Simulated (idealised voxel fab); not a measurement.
A process module follows: voxel capacitor over wiring.
Cross-sectional view cut (width: 255 nm; square cell size: 5 nm).
Just so we're on the same page, the cross-sections are grids of square cells, and they're listed out in bands top to bottom, each band one or more rows deep. Quick guide to a band line: top height, bottom height (nm) up front; then every material left to right with its width in nm. Only one material and it's marked "everywhere"? Then it fills the band edge to edge. And "air" just means empty space. Height is counted from the level 0, under which the received wafer is composed throughout of one material. The lowest of the bands is not closed at the bottom but continues downward, in the notation "0 -> down". Think of "30->40" as a width that walks from the first number to the second as you go down the band, top row to bottom row, taking equal-sized steps from row to row. You'll sometimes find "remained unchanged" written for a step, and that's the way of saying that nowhere in the cross-section did a cell change during that step. In "Enclosed void listing" the enclosed voids are listed, meaning empty spaces of 8 cells or larger without any opening to the top. The form is width x height at distance, distance from the left edge, units nm. It should be noted that, on the line of a given step, the content following the step's settings is a remark produced by the simulator itself with respect to that step. The setting "overlay nm" may be written on the line of a step. When the step uses a mask, the value reports how far to the right of the planned place the mask lay, and a negative value reports that it lay to the left. What follows is a series of pairs. Each pair shows a cross-section before one process step and the cross-section after it, and the after view is drawn only down to the lowest band that changed. Beneath each pair is the step that lies between the two, with its settings. Pairs may come from different runs of this module on the same starting wafer, so a pair continues from the one above it only where its entry headed "Geometry before processing" says so.

# Geometry before processing
    60 -> 35 = 65 of lowk; 25 of air; 70 of lowk; 25 of air; 70 of lowk
    35 -> 30 = 65 of SiN; 25 of air; 70 of SiN; 25 of air; 70 of SiN
    30 -> 0 = SiO2 everywhere
    0 -> down = Si everywhere
    Enclosed void listing: none

# Post-Step Section View
    65 -> 60 = 70 of TiN; 15 of air; 80 of TiN; 15 of air; 75 of TiN
    60 -> 35 = 65 of lowk; 5 of TiN; 15 of air; 5 of TiN; 70 of lowk; 5 of TiN; 15 of air; 5 of TiN; 70 of lowk
    35 -> 30 = 65 of SiN; 25 of TiN; 70 of SiN; 25 of TiN; 70 of SiN
    Whatever lies below 30 is exactly as it was before.
    Enclosed void listing: none
The two cross-sections above bracket this step: CONFORMAL_DEP, material TiN, thk nm 5

Geometry before processing: same picture as after in the pair right above, so we don't repeat it.

# Post-Step Section View
    75 -> 65 = Cu everywhere
    65 -> 60 = 70 of TiN; 15 of Cu; 80 of TiN; 15 of Cu; 75 of TiN
    60 -> 35 = 65 of lowk; 5 of TiN; 15 of Cu; 5 of TiN; 70 of lowk; 5 of TiN; 15 of Cu; 5 of TiN; 70 of lowk
    Whatever lies below 35 is exactly as it was before.
    Enclosed void listing: none
The two cross-sections above bracket this step: FILL_DEP, material Cu, thk nm 10

Geometry before processing: same picture as after in the pair right above, so we don't repeat it.

# Post-Step Section View
    45 -> 35 = 65 of lowk; 5 of TiN; 15 of Cu; 5 of TiN; 70 of lowk; 5 of TiN; 15 of Cu; 5 of TiN; 70 of lowk
    Whatever lies below 35 is exactly as it was before.
    Enclosed void listing: none
The two cross-sections above bracket this step: CMP, height nm 45

Geometry before processing: same picture as after in the pair right above, so we don't repeat it.

# Post-Step Section View
    50 -> 45 = SiCN everywhere
    Whatever lies below 45 is exactly as it was before.
    Enclosed void listing: none
The two cross-sections above bracket this step: CONFORMAL_DEP, material SiCN, thk nm 5

Geometry before processing: same picture as after in the pair right above, so we don't repeat it.

# Post-Step Section View
    60 -> 50 = SiO2 everywhere
    Whatever lies below 50 is exactly as it was before.
    Enclosed void listing: none
The two cross-sections above bracket this step: DIRECTIONAL_DEP, material SiO2, thk nm 10

Geometry before processing: same picture as after in the pair right above, so we don't repeat it.

# Post-Step Section View
    75 -> 60 = 75 of resist; 15 of air; 165 of resist
    Whatever lies below 60 is exactly as it was before.
    Enclosed void listing: none
The two cross-sections above bracket this step: PATTERN, tone open, mask id PLUG_1, material resist, width nm 15, thk nm 15, overlay nm 0

Geometry before processing: same picture as after in the pair right above, so we don't repeat it.

# Post-Step Section View
    75 -> 60 = 75 of resist; 15 of air; 165 of resist
    60 -> 50 = 75 of SiO2; 15 of air; 165 of SiO2
    Whatever lies below 50 is exactly as it was before.
    Enclosed void listing: none
The two cross-sections above bracket this step: DIRECTIONAL_ETCH, etch materials SiO2, depth nm 10

Geometry before processing: same picture as after in the pair right above, so we don't repeat it.

# Post-Step Section View
    75 -> 60 = 75 of resist; 15 of air; 165 of resist
    60 -> 50 = 75 of SiO2; 15 of air; 165 of SiO2
    50 -> 45 = 75 of SiCN; 15 of air; 165 of SiCN
    Whatever lies below 45 is exactly as it was before.
    Enclosed void listing: none
The two cross-sections above bracket this step: DIRECTIONAL_ETCH, etch materials SiCN, depth nm 5

Geometry before processing: same picture as after in the pair right above, so we don't repeat it.

# Post-Step Section View
    60 -> 50 = 75 of SiO2; 15 of air; 165 of SiO2
    Whatever lies below 50 is exactly as it was before.
    Enclosed void listing: none
The two cross-sections above bracket this step: STRIP, etch materials resist

Geometry before processing: same picture as after in the pair right above, so we don't repeat it.

# Post-Step Section View
    65 -> 60 = 80 of TiN; 5 of air; 170 of TiN
    60 -> 50 = 75 of SiO2; 5 of TiN; 5 of air; 5 of TiN; 165 of SiO2
    50 -> 45 = 75 of SiCN; 15 of TiN; 165 of SiCN
    Whatever lies below 45 is exactly as it was before.
    Enclosed void listing: none
The two cross-sections above bracket this step: CONFORMAL_DEP, material TiN, thk nm 5

Geometry before processing: same picture as after in the pair right above, so we don't repeat it.

# Post-Step Section View
    75 -> 65 = W everywhere
    65 -> 60 = 80 of TiN; 5 of W; 170 of TiN
    60 -> 50 = 75 of SiO2; 5 of TiN; 5 of W; 5 of TiN; 165 of SiO2
    Whatever lies below 50 is exactly as it was before.
    Enclosed void listing: none
The two cross-sections above bracket this step: FILL_DEP, material W, thk nm 10

Geometry before processing: same picture as after in the pair right above, so we don't repeat it.

# Post-Step Section View
    60 -> 50 = 75 of SiO2; 5 of TiN; 5 of W; 5 of TiN; 165 of SiO2
    Whatever lies below 50 is exactly as it was before.
    Enclosed void listing: none
The two cross-sections above bracket this step: CMP, height nm 60

Geometry before processing: same picture as after in the pair right above, so we don't repeat it.

# Post-Step Section View
    70 -> 60 = TiN everywhere
    Whatever lies below 60 is exactly as it was before.
    Enclosed void listing: none
The two cross-sections above bracket this step: DIRECTIONAL_DEP, material TiN, thk nm 10

Geometry before processing: same picture as after in the pair right above, so we don't repeat it.

# Post-Step Section View
    75 -> 70 = SiN everywhere
    Whatever lies below 70 is exactly as it was before.
    Enclosed void listing: none
The two cross-sections above bracket this step: DIRECTIONAL_DEP, material SiN, thk nm 5

Geometry before processing: same picture as after in the pair right above, so we don't repeat it.

# Post-Step Section View
    85 -> 75 = TiN everywhere
    Whatever lies below 75 is exactly as it was before.
    Enclosed void listing: none
The two cross-sections above bracket this step: DIRECTIONAL_DEP, material TiN, thk nm 10

Geometry before processing: same picture as after in the pair right above, so we don't repeat it.

# Post-Step Section View
    95 -> 85 = aC everywhere
    Whatever lies below 85 is exactly as it was before.
    Enclosed void listing: none
The two cross-sections above bracket this step: DIRECTIONAL_DEP, material aC, thk nm 10

Geometry before processing: same picture as after in the pair right above, so we don't repeat it.

# Post-Step Section View
    120 -> 95 = 75 of air; 75 of resist; 105 of air
    Whatever lies below 95 is exactly as it was before.
    Enclosed void listing: none
The two cross-sections above bracket this step: PATTERN, tone cover, mask id UPPER_PLATE, material resist, width nm 75, thk nm 25, overlay nm 0

Geometry before processing: same picture as after in the pair right above, so we don't repeat it.

# Post-Step Section View
    110 -> 95 = 75 of air; 75 of resist; 105 of air
    95 -> 85 = 75 of air; 75 of aC; 105 of air
    Whatever lies below 85 is exactly as it was before.
    Enclosed void listing: none
The two cross-sections above bracket this step: DIRECTIONAL_ETCH, etch materials aC, depth nm 10

Geometry before processing: same picture as after in the pair right above, so we don't repeat it.

# Post-Step Section View
    95 -> 85 = 75 of air; 75 of aC; 105 of air
    Whatever lies below 85 is exactly as it was before.
    Enclosed void listing: none
The two cross-sections above bracket this step: STRIP, etch materials resist

Geometry before processing: same picture as after in the pair right above, so we don't repeat it.

# Post-Step Section View
    95 -> 85 = 75 of air; 75 of aC; 105 of air
    85 -> 75 = 75 of air; 75 of TiN; 105 of air
    Whatever lies below 75 is exactly as it was before.
    Enclosed void listing: none
The two cross-sections above bracket this step: DIRECTIONAL_ETCH, etch materials TiN, depth nm 10

Geometry before processing: same picture as after in the pair right above, so we don't repeat it.

# Post-Step Section View
    95 -> 85 = 75 of air; 75 of aC; 105 of air
    85 -> 75 = 75 of air; 75 of TiN; 105 of air
    75 -> 70 = 75 of air; 75 of SiN; 105 of air
    Whatever lies below 70 is exactly as it was before.
    Enclosed void listing: none
The two cross-sections above bracket this step: DIRECTIONAL_ETCH, etch materials SiN, depth nm 5

Geometry before processing: same picture as after in the pair right above, so we don't repeat it.

# Post-Step Section View
    85 -> 75 = 75 of air; 75 of TiN; 105 of air
    Whatever lies below 75 is exactly as it was before.
    Enclosed void listing: none
The two cross-sections above bracket this step: STRIP, etch materials aC

Geometry before processing: same picture as after in the pair right above, so we don't repeat it.

# Post-Step Section View
    100 -> 85 = 75 of air; 75 of aC; 105 of air
    85 -> 75 = 75 of aC; 75 of TiN; 105 of aC
    75 -> 70 = 75 of aC; 75 of SiN; 105 of aC
    Whatever lies below 70 is exactly as it was before.
    Enclosed void listing: none
The two cross-sections above bracket this step: DIRECTIONAL_DEP, material aC, thk nm 15

Geometry before processing: same picture as after in the pair right above, so we don't repeat it.

# Post-Step Section View
    130 -> 100 = 70 of air; 85 of resist; 100 of air
    100 -> 85 = 70 of air; 5 of resist; 75 of aC; 5 of resist; 100 of air
    Whatever lies below 85 is exactly as it was before.
    Enclosed void listing: none
The two cross-sections above bracket this step: PATTERN, tone cover, mask id LOWER_PLATE, material resist, width nm 85, thk nm 30, overlay nm 0

Geometry before processing: same picture as after in the pair right above, so we don't repeat it.

# Post-Step Section View
    115 -> 100 = 70 of air; 85 of resist; 100 of air
    100 -> 85 = 70 of air; 5 of resist; 75 of aC; 5 of resist; 100 of air
    85 -> 75 = 70 of air; 5 of aC; 75 of TiN; 5 of aC; 100 of air
    75 -> 70 = 70 of air; 5 of aC; 75 of SiN; 5 of aC; 100 of air
    Whatever lies below 70 is exactly as it was before.
    Enclosed void listing: none
The two cross-sections above bracket this step: DIRECTIONAL_ETCH, etch materials aC, depth nm 15

Geometry before processing: same picture as after in the pair right above, so we don't repeat it.

# Post-Step Section View
    100 -> 85 = 75 of air; 75 of aC; 105 of air
    Whatever lies below 85 is exactly as it was before.
    Enclosed void listing: none
The two cross-sections above bracket this step: STRIP, etch materials resist

Geometry before processing: same picture as after in the pair right above, so we don't repeat it.

# Post-Step Section View
    100 -> 85 = 75 of air; 75 of aC; 105 of air
    85 -> 75 = 70 of air; 5 of aC; 75 of TiN; 5 of aC; 100 of air
    75 -> 70 = 70 of air; 5 of aC; 75 of SiN; 5 of aC; 100 of air
    70 -> 60 = 70 of air; 85 of TiN; 100 of air
    Whatever lies below 60 is exactly as it was before.
    Enclosed void listing: none
The two cross-sections above bracket this step: DIRECTIONAL_ETCH, etch materials TiN, depth nm 10

Geometry before processing: same picture as after in the pair right above, so we don't repeat it.

# Post-Step Section View
    85 -> 75 = 75 of air; 75 of TiN; 105 of air
    75 -> 70 = 75 of air; 75 of SiN; 105 of air
    Whatever lies below 70 is exactly as it was before.
    Enclosed void listing: none
The two cross-sections above bracket this step: STRIP, etch materials aC

Geometry before processing: same picture as after in the pair right above, so we don't repeat it.

# Post-Step Section View
    100 -> 85 = SiO2 everywhere
    85 -> 75 = 75 of SiO2; 75 of TiN; 105 of SiO2
    75 -> 70 = 75 of SiO2; 75 of SiN; 105 of SiO2
    70 -> 60 = 70 of SiO2; 85 of TiN; 100 of SiO2
    Whatever lies below 60 is exactly as it was before.
    Enclosed void listing: none
The two cross-sections above bracket this step: FILL_DEP, material SiO2, thk nm 15

Geometry before processing: same picture as after in the pair right above, so we don't repeat it.

# Post-Step Section View
    95 -> 85 = SiO2 everywhere
    Whatever lies below 85 is exactly as it was before.
    Enclosed void listing: none
The two cross-sections above bracket this step: CMP, height nm 95

Geometry before processing: same picture as after in the pair right above, so we don't repeat it.

# Post-Step Section View
    105 -> 95 = aC everywhere
    Whatever lies below 95 is exactly as it was before.
    Enclosed void listing: none
The two cross-sections above bracket this step: DIRECTIONAL_DEP, material aC, thk nm 10

Geometry before processing: same picture as after in the pair right above, so we don't repeat it.

# Post-Step Section View
    130 -> 105 = 85 of resist; 15 of air; 155 of resist
    Whatever lies below 105 is exactly as it was before.
    Enclosed void listing: none
The two cross-sections above bracket this step: PATTERN, tone open, mask id PLUG_2, material resist, width nm 15, thk nm 25, overlay nm 0

Geometry before processing: same picture as after in the pair right above, so we don't repeat it.

# Post-Step Section View
    120 -> 105 = 85 of resist; 15 of air; 155 of resist
    105 -> 95 = 85 of aC; 15 of air; 155 of aC
    Whatever lies below 95 is exactly as it was before.
    Enclosed void listing: none
The two cross-sections above bracket this step: DIRECTIONAL_ETCH, etch materials aC, depth nm 10

Geometry before processing: same picture as after in the pair right above, so we don't repeat it.

# Post-Step Section View
    105 -> 95 = 85 of aC; 15 of air; 155 of aC
    Whatever lies below 95 is exactly as it was before.
    Enclosed void listing: none
The two cross-sections above bracket this step: STRIP, etch materials resist

Geometry before processing: same picture as after in the pair right above, so we don't repeat it.

# Post-Step Section View
    105 -> 95 = 85 of aC; 15 of air; 155 of aC
    95 -> 85 = 85 of SiO2; 15 of air; 155 of SiO2
    Whatever lies below 85 is exactly as it was before.
    Enclosed void listing: none
The two cross-sections above bracket this step: DIRECTIONAL_ETCH, etch materials SiO2, depth nm 10

Geometry before processing: same picture as after in the pair right above, so we don't repeat it.

# Post-Step Section View
    95 -> 85 = 85 of SiO2; 15 of air; 155 of SiO2
    Whatever lies below 85 is exactly as it was before.
    Enclosed void listing: none
The two cross-sections above bracket this step: STRIP, etch materials aC

Geometry before processing: same picture as after in the pair right above, so we don't repeat it.

# Post-Step Section View
    100 -> 95 = 90 of TiN; 5 of air; 160 of TiN
    95 -> 90 = 85 of SiO2; 5 of TiN; 5 of air; 5 of TiN; 155 of SiO2
    90 -> 85 = 85 of SiO2; 15 of TiN; 155 of SiO2
    Whatever lies below 85 is exactly as it was before.
    Enclosed void listing: none
The two cross-sections above bracket this step: CONFORMAL_DEP, material TiN, thk nm 5

Geometry before processing: same picture as after in the pair right above, so we don't repeat it.

# Post-Step Section View
    105 -> 100 = Cu everywhere
    100 -> 95 = 90 of TiN; 5 of Cu; 160 of TiN
    95 -> 90 = 85 of SiO2; 5 of TiN; 5 of Cu; 5 of TiN; 155 of SiO2
    Whatever lies below 90 is exactly as it was before.
    Enclosed void listing: none
The two cross-sections above bracket this step: FILL_DEP, material Cu, thk nm 5

Geometry before processing: same picture as after in the pair right above, so we don't repeat it.

# Post-Step Section View
    95 -> 90 = 85 of SiO2; 5 of TiN; 5 of Cu; 5 of TiN; 155 of SiO2
    Whatever lies below 90 is exactly as it was before.
    Enclosed void listing: none
The two cross-sections above bracket this step: CMP, height nm 95

Geometry before processing: same picture as after in the pair right above, so we don't repeat it.

# Post-Step Section View
    100 -> 95 = SiN everywhere
    Whatever lies below 95 is exactly as it was before.
    Enclosed void listing: none
The two cross-sections above bracket this step: CONFORMAL_DEP, material SiN, thk nm 5

# Geometry before processing
    45 -> 20 = 65 of lowk; 5 of TiN; 15 of Cu; 5 of TiN; 70 of lowk; 5 of TiN; 15 of Cu; 5 of TiN; 70 of lowk
    20 -> 15 = 65 of SiN; 25 of TiN; 70 of SiN; 25 of TiN; 70 of SiN
    15 -> 0 = SiO2 everywhere
    0 -> down = Si everywhere
    Enclosed void listing: none

# Post-Step Section View
    55 -> 45 = SiO2 everywhere
    Whatever lies below 45 is exactly as it was before.
    Enclosed void listing: none
The two cross-sections above bracket this step: DIRECTIONAL_DEP, material SiO2, thk nm 10

Geometry before processing: same picture as after in the pair right above, so we don't repeat it.

# Post-Step Section View
    60 -> 55 = SiCN everywhere
    Whatever lies below 55 is exactly as it was before.
    Enclosed void listing: none
The two cross-sections above bracket this step: CONFORMAL_DEP, material SiCN, thk nm 5

Geometry before processing: same picture as after in the pair right above, so we don't repeat it.

# Post-Step Section View
    75 -> 60 = 75 of resist; 15 of air; 165 of resist
    Whatever lies below 60 is exactly as it was before.
    Enclosed void listing: none
The two cross-sections above bracket this step: PATTERN, tone open, mask id PLUG_1, material resist, width nm 15, thk nm 15, overlay nm 0

Geometry before processing: same picture as after in the pair right above, so we don't repeat it.

# Post-Step Section View
    75 -> 60 = 75 of resist; 15 of air; 165 of resist
    60 -> 55 = 75 of SiCN; 15 of air; 165 of SiCN
    Whatever lies below 55 is exactly as it was before.
    Enclosed void listing: none
The two cross-sections above bracket this step: DIRECTIONAL_ETCH, etch materials SiCN, depth nm 5

Geometry before processing: same picture as after in the pair right above, so we don't repeat it.

# Post-Step Section View
    60 -> 55 = 75 of SiCN; 15 of air; 165 of SiCN
    Whatever lies below 55 is exactly as it was before.
    Enclosed void listing: none
The two cross-sections above bracket this step: STRIP, etch materials resist

Geometry before processing: same picture as after in the pair right above, so we don't repeat it.

# Post-Step Section View
    65 -> 60 = 80 of TiN; 5 of air; 170 of TiN
    60 -> 55 = 75 of SiCN; 15 of TiN; 165 of SiCN
    Whatever lies below 55 is exactly as it was before.
    Enclosed void listing: none
The two cross-sections above bracket this step: CONFORMAL_DEP, material TiN, thk nm 5

Geometry before processing: same picture as after in the pair right above, so we don't repeat it.

# Post-Step Section View
    75 -> 65 = W everywhere
    65 -> 60 = 80 of TiN; 5 of W; 170 of TiN
    Whatever lies below 60 is exactly as it was before.
    Enclosed void listing: none
The two cross-sections above bracket this step: FILL_DEP, material W, thk nm 10

Geometry before processing: same picture as after in the pair right above, so we don't repeat it.

# Post-Step Section View
    60 -> 55 = 75 of SiCN; 15 of TiN; 165 of SiCN
    Whatever lies below 55 is exactly as it was before.
    Enclosed void listing: none
The two cross-sections above bracket this step: CMP, height nm 60

Geometry before processing: same picture as after in the pair right above, so we don't repeat it.

# Post-Step Section View
    70 -> 60 = TiN everywhere
    Whatever lies below 60 is exactly as it was before.
    Enclosed void listing: none
The two cross-sections above bracket this step: DIRECTIONAL_DEP, material TiN, thk nm 10

Geometry before processing: same picture as after in the pair right above, so we don't repeat it.

# Post-Step Section View
    75 -> 70 = SiN everywhere
    Whatever lies below 70 is exactly as it was before.
    Enclosed void listing: none
The two cross-sections above bracket this step: DIRECTIONAL_DEP, material SiN, thk nm 5

Geometry before processing: same picture as after in the pair right above, so we don't repeat it.

# Post-Step Section View
    85 -> 75 = TiN everywhere
    Whatever lies below 75 is exactly as it was before.
    Enclosed void listing: none
The two cross-sections above bracket this step: DIRECTIONAL_DEP, material TiN, thk nm 10

Geometry before processing: same picture as after in the pair right above, so we don't repeat it.

# Post-Step Section View
    95 -> 85 = aC everywhere
    Whatever lies below 85 is exactly as it was before.
    Enclosed void listing: none
The two cross-sections above bracket this step: DIRECTIONAL_DEP, material aC, thk nm 10

Geometry before processing: same picture as after in the pair right above, so we don't repeat it.

# Post-Step Section View
    120 -> 95 = 75 of air; 75 of resist; 105 of air
    Whatever lies below 95 is exactly as it was before.
    Enclosed void listing: none
The two cross-sections above bracket this step: PATTERN, tone cover, mask id UPPER_PLATE, material resist, width nm 75, thk nm 25, overlay nm 0

Geometry before processing: same picture as after in the pair right above, so we don't repeat it.

# Post-Step Section View
    110 -> 95 = 75 of air; 75 of resist; 105 of air
    95 -> 85 = 75 of air; 75 of aC; 105 of air
    Whatever lies below 85 is exactly as it was before.
    Enclosed void listing: none
The two cross-sections above bracket this step: DIRECTIONAL_ETCH, etch materials aC, depth nm 10

Geometry before processing: same picture as after in the pair right above, so we don't repeat it.

# Post-Step Section View
    95 -> 85 = 75 of air; 75 of aC; 105 of air
    Whatever lies below 85 is exactly as it was before.
    Enclosed void listing: none
The two cross-sections above bracket this step: STRIP, etch materials resist

Geometry before processing: same picture as after in the pair right above, so we don't repeat it.

# Post-Step Section View
    95 -> 85 = 75 of air; 75 of aC; 105 of air
    85 -> 75 = 75 of air; 75 of TiN; 105 of air
    Whatever lies below 75 is exactly as it was before.
    Enclosed void listing: none
The two cross-sections above bracket this step: DIRECTIONAL_ETCH, etch materials TiN, depth nm 10

Geometry before processing: same picture as after in the pair right above, so we don't repeat it.

# Post-Step Section View
    95 -> 85 = 75 of air; 75 of aC; 105 of air
    85 -> 75 = 75 of air; 75 of TiN; 105 of air
    75 -> 70 = 75 of air; 75 of SiN; 105 of air
    Whatever lies below 70 is exactly as it was before.
    Enclosed void listing: none
The two cross-sections above bracket this step: DIRECTIONAL_ETCH, etch materials SiN, depth nm 5

Geometry before processing: same picture as after in the pair right above, so we don't repeat it.

# Post-Step Section View
    85 -> 75 = 75 of air; 75 of TiN; 105 of air
    Whatever lies below 75 is exactly as it was before.
    Enclosed void listing: none
The two cross-sections above bracket this step: STRIP, etch materials aC

Geometry before processing: same picture as after in the pair right above, so we don't repeat it.

# Post-Step Section View
    100 -> 85 = 75 of air; 75 of aC; 105 of air
    85 -> 75 = 75 of aC; 75 of TiN; 105 of aC
    75 -> 70 = 75 of aC; 75 of SiN; 105 of aC
    Whatever lies below 70 is exactly as it was before.
    Enclosed void listing: none
The two cross-sections above bracket this step: DIRECTIONAL_DEP, material aC, thk nm 15

Geometry before processing: same picture as after in the pair right above, so we don't repeat it.

# Post-Step Section View
    130 -> 100 = 70 of air; 85 of resist; 100 of air
    100 -> 85 = 70 of air; 5 of resist; 75 of aC; 5 of resist; 100 of air
    Whatever lies below 85 is exactly as it was before.
    Enclosed void listing: none
The two cross-sections above bracket this step: PATTERN, tone cover, mask id LOWER_PLATE, material resist, width nm 85, thk nm 30, overlay nm 0

Geometry before processing: same picture as after in the pair right above, so we don't repeat it.

# Post-Step Section View
    115 -> 100 = 70 of air; 85 of resist; 100 of air
    100 -> 85 = 70 of air; 5 of resist; 75 of aC; 5 of resist; 100 of air
    85 -> 75 = 70 of air; 5 of aC; 75 of TiN; 5 of aC; 100 of air
    75 -> 70 = 70 of air; 5 of aC; 75 of SiN; 5 of aC; 100 of air
    Whatever lies below 70 is exactly as it was before.
    Enclosed void listing: none
The two cross-sections above bracket this step: DIRECTIONAL_ETCH, etch materials aC, depth nm 15

Geometry before processing: same picture as after in the pair right above, so we don't repeat it.

# Post-Step Section View
    100 -> 85 = 75 of air; 75 of aC; 105 of air
    Whatever lies below 85 is exactly as it was before.
    Enclosed void listing: none
The two cross-sections above bracket this step: STRIP, etch materials resist

Geometry before processing: same picture as after in the pair right above, so we don't repeat it.

# Post-Step Section View
    100 -> 85 = 75 of air; 75 of aC; 105 of air
    85 -> 75 = 70 of air; 5 of aC; 75 of TiN; 5 of aC; 100 of air
    75 -> 70 = 70 of air; 5 of aC; 75 of SiN; 5 of aC; 100 of air
    70 -> 60 = 70 of air; 85 of TiN; 100 of air
    Whatever lies below 60 is exactly as it was before.
    Enclosed void listing: none
The two cross-sections above bracket this step: DIRECTIONAL_ETCH, etch materials TiN, depth nm 10

Geometry before processing: same picture as after in the pair right above, so we don't repeat it.

# Post-Step Section View
    85 -> 75 = 75 of air; 75 of TiN; 105 of air
    75 -> 70 = 75 of air; 75 of SiN; 105 of air
    Whatever lies below 70 is exactly as it was before.
    Enclosed void listing: none
The two cross-sections above bracket this step: STRIP, etch materials aC

Geometry before processing: same picture as after in the pair right above, so we don't repeat it.

# Post-Step Section View
    100 -> 85 = SiO2 everywhere
    85 -> 75 = 75 of SiO2; 75 of TiN; 105 of SiO2
    75 -> 70 = 75 of SiO2; 75 of SiN; 105 of SiO2
    70 -> 60 = 70 of SiO2; 85 of TiN; 100 of SiO2
    Whatever lies below 60 is exactly as it was before.
    Enclosed void listing: none
The two cross-sections above bracket this step: FILL_DEP, material SiO2, thk nm 15

Geometry before processing: same picture as after in the pair right above, so we don't repeat it.

# Post-Step Section View
    95 -> 85 = SiO2 everywhere
    Whatever lies below 85 is exactly as it was before.
    Enclosed void listing: none
The two cross-sections above bracket this step: CMP, height nm 95

Geometry before processing: same picture as after in the pair right above, so we don't repeat it.

# Post-Step Section View
    105 -> 95 = aC everywhere
    Whatever lies below 95 is exactly as it was before.
    Enclosed void listing: none
The two cross-sections above bracket this step: DIRECTIONAL_DEP, material aC, thk nm 10

Geometry before processing: same picture as after in the pair right above, so we don't repeat it.

# Post-Step Section View
    130 -> 105 = 85 of resist; 15 of air; 155 of resist
    Whatever lies below 105 is exactly as it was before.
    Enclosed void listing: none
The two cross-sections above bracket this step: PATTERN, tone open, mask id PLUG_2, material resist, width nm 15, thk nm 25, overlay nm 0

Geometry before processing: same picture as after in the pair right above, so we don't repeat it.

# Post-Step Section View
    120 -> 105 = 85 of resist; 15 of air; 155 of resist
    105 -> 95 = 85 of aC; 15 of air; 155 of aC
    Whatever lies below 95 is exactly as it was before.
    Enclosed void listing: none
The two cross-sections above bracket this step: DIRECTIONAL_ETCH, etch materials aC, depth nm 10

Geometry before processing: same picture as after in the pair right above, so we don't repeat it.

# Post-Step Section View
    105 -> 95 = 85 of aC; 15 of air; 155 of aC
    Whatever lies below 95 is exactly as it was before.
    Enclosed void listing: none
The two cross-sections above bracket this step: STRIP, etch materials resist

Geometry before processing: same picture as after in the pair right above, so we don't repeat it.

# Post-Step Section View
    105 -> 95 = 85 of aC; 15 of air; 155 of aC
    95 -> 85 = 85 of SiO2; 15 of air; 155 of SiO2
    Whatever lies below 85 is exactly as it was before.
    Enclosed void listing: none
The two cross-sections above bracket this step: DIRECTIONAL_ETCH, etch materials SiO2, depth nm 10

Geometry before processing: same picture as after in the pair right above, so we don't repeat it.

# Post-Step Section View
    95 -> 85 = 85 of SiO2; 15 of air; 155 of SiO2
    Whatever lies below 85 is exactly as it was before.
    Enclosed void listing: none
The two cross-sections above bracket this step: STRIP, etch materials aC

Geometry before processing: same picture as after in the pair right above, so we don't repeat it.

# Post-Step Section View
    100 -> 95 = 90 of TiN; 5 of air; 160 of TiN
    95 -> 90 = 85 of SiO2; 5 of TiN; 5 of air; 5 of TiN; 155 of SiO2
    90 -> 85 = 85 of SiO2; 15 of TiN; 155 of SiO2
    Whatever lies below 85 is exactly as it was before.
    Enclosed void listing: none
The two cross-sections above bracket this step: CONFORMAL_DEP, material TiN, thk nm 5

Geometry before processing: same picture as after in the pair right above, so we don't repeat it.

# Post-Step Section View
    105 -> 100 = Cu everywhere
    100 -> 95 = 90 of TiN; 5 of Cu; 160 of TiN
    95 -> 90 = 85 of SiO2; 5 of TiN; 5 of Cu; 5 of TiN; 155 of SiO2
    Whatever lies below 90 is exactly as it was before.
    Enclosed void listing: none
The two cross-sections above bracket this step: FILL_DEP, material Cu, thk nm 5

Geometry before processing: same picture as after in the pair right above, so we don't repeat it.

# Post-Step Section View
    95 -> 90 = 85 of SiO2; 5 of TiN; 5 of Cu; 5 of TiN; 155 of SiO2
    Whatever lies below 90 is exactly as it was before.
    Enclosed void listing: none
The two cross-sections above bracket this step: CMP, height nm 95

Geometry before processing: same picture as after in the pair right above, so we don't repeat it.

# Post-Step Section View
    100 -> 95 = SiN everywhere
    Whatever lies below 95 is exactly as it was before.
    Enclosed void listing: none
The two cross-sections above bracket this step: CONFORMAL_DEP, material SiN, thk nm 5

# Geometry before processing
    50 -> 45 = SiCN everywhere
    45 -> 20 = 65 of lowk; 5 of TiN; 15 of Cu; 5 of TiN; 70 of lowk; 5 of TiN; 15 of Cu; 5 of TiN; 70 of lowk
    20 -> 15 = 65 of SiN; 25 of TiN; 70 of SiN; 25 of TiN; 70 of SiN
    15 -> 0 = SiO2 everywhere
    0 -> down = Si everywhere
    Enclosed void listing: none

# Post-Step Section View
    55 -> 50 = SiO2 everywhere
    Whatever lies below 50 is exactly as it was before.
    Enclosed void listing: none
The two cross-sections above bracket this step: DIRECTIONAL_DEP, material SiO2, thk nm 5

Geometry before processing: same picture as after in the pair right above, so we don't repeat it.

# Post-Step Section View
    70 -> 55 = 75 of resist; 15 of air; 165 of resist
    Whatever lies below 55 is exactly as it was before.
    Enclosed void listing: none
The two cross-sections above bracket this step: PATTERN, tone open, mask id PLUG_1, material resist, width nm 15, thk nm 15, overlay nm 0

Geometry before processing: same picture as after in the pair right above, so we don't repeat it.

# Post-Step Section View
    70 -> 55 = 75 of resist; 15 of air; 165 of resist
    55 -> 50 = 75 of SiO2; 15 of air; 165 of SiO2
    Whatever lies below 50 is exactly as it was before.
    Enclosed void listing: none
The two cross-sections above bracket this step: DIRECTIONAL_ETCH, etch materials SiO2, depth nm 10

Geometry before processing: same picture as after in the pair right above, so we don't repeat it.

# Post-Step Section View
    70 -> 55 = 75 of resist; 15 of air; 165 of resist
    55 -> 50 = 75 of SiO2; 15 of air; 165 of SiO2
    50 -> 45 = 75 of SiCN; 15 of air; 165 of SiCN
    Whatever lies below 45 is exactly as it was before.
    Enclosed void listing: none
The two cross-sections above bracket this step: DIRECTIONAL_ETCH, etch materials SiCN, depth nm 5

Geometry before processing: same picture as after in the pair right above, so we don't repeat it.

# Post-Step Section View
    55 -> 50 = 75 of SiO2; 15 of air; 165 of SiO2
    Whatever lies below 50 is exactly as it was before.
    Enclosed void listing: none
The two cross-sections above bracket this step: STRIP, etch materials resist

Geometry before processing: same picture as after in the pair right above, so we don't repeat it.

# Post-Step Section View
    60 -> 55 = 80 of TiN; 5 of air; 170 of TiN
    55 -> 50 = 75 of SiO2; 5 of TiN; 5 of air; 5 of TiN; 165 of SiO2
    50 -> 45 = 75 of SiCN; 15 of TiN; 165 of SiCN
    Whatever lies below 45 is exactly as it was before.
    Enclosed void listing: none
The two cross-sections above bracket this step: CONFORMAL_DEP, material TiN, thk nm 5

Geometry before processing: same picture as after in the pair right above, so we don't repeat it.

# Post-Step Section View
    70 -> 60 = W everywhere
    60 -> 55 = 80 of TiN; 5 of W; 170 of TiN
    55 -> 50 = 75 of SiO2; 5 of TiN; 5 of W; 5 of TiN; 165 of SiO2
    Whatever lies below 50 is exactly as it was before.
    Enclosed void listing: none
The two cross-sections above bracket this step: FILL_DEP, material W, thk nm 10
